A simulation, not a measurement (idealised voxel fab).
The process module that follows is named voxel lift off.
For reference, the cross-section in this document is cut, with width 230 nm and square cells of 5 nm.
Heads up, the way a cross-section reads in here is a grid of square cells, handed over as bands from the top down, with every band being one or more rows of cells.
A band entry consists of two parts. The first gives the height of the band's top and the height of its bottom, in nm. The rest lists the band's materials from left to right, each with its width in nm. A single material labelled with the word "all across" fills the band from edge to edge, and the word "empty" marks empty space.
Height 0 is the level under which the wafer as received is all one material. The lowest band goes on downwards, as in "0..down".
Width spec "30->40" -> top row of cells at first value, bottom row at second value, equal per-row change in between.
Where the words "nothing altered" appear for a step, the cross-section shows no cell changed by that step; every cell remained as before.
Listed in "Closed cavity list": every empty space of 8 or more cells without an open way to the top. Form: width x height at distance, the distance being from the left edge, all in nm.
Text after the settings on a step's line: the simulator's own remark on that step.
The "overlay nm" setting may appear on a step's line; for a step that uses a mask, it gives how far to the right of its planned position the mask lay, and a negative value indicates the left.

### The steps planned for the process are as follows
1. op RECEIVE | material Si
2. op CONFORMAL_DEP | material SiN | thk nm 5
3. op PATTERN | tone open | mask id LINES | material resist | width nm 15 | pitch nm 30 | thk nm 30 | overlay nm 0
4. op DIRECTIONAL_DEP | material Ru | thk nm 15
5. op STRIP | etch materials resist
6. op CONFORMAL_DEP | material SiO2 | thk nm 5

### Cross-section of the wafer upon arrival, representing the state reached after step 1
  0..down = Si all across
  Closed cavity list: none

### Looking at the first of two wafers in cross-section at end of module - ran to plan
  25..20 = 85 empty; 25 SiO2; 5 empty; 25 SiO2; 90 empty
  20..10 = 85 empty; 5 SiO2; 15 Ru; 5 SiO2; 5 empty; 5 SiO2; 15 Ru; 5 SiO2; 90 empty
  10..5 = 90 SiO2; 15 Ru; 15 SiO2; 15 Ru; 95 SiO2
  5..0 = SiN all across
  0..down = Si all across
  Closed cavity list: none

### Second wafer cross-section at end of module - shared start and plan with the first, one mistake in the run
  10..5 = SiO2 all across
  5..0 = SiN all across
  0..down = Si all across
  Closed cavity list: none
What was done differently from what was planned? step 4 of the plan was bypassed and not carried out
Heads up, by the end the second wafer has more or fewer cells of some materials compared to the first: Ru: 18 fewer | SiO2: 12 fewer
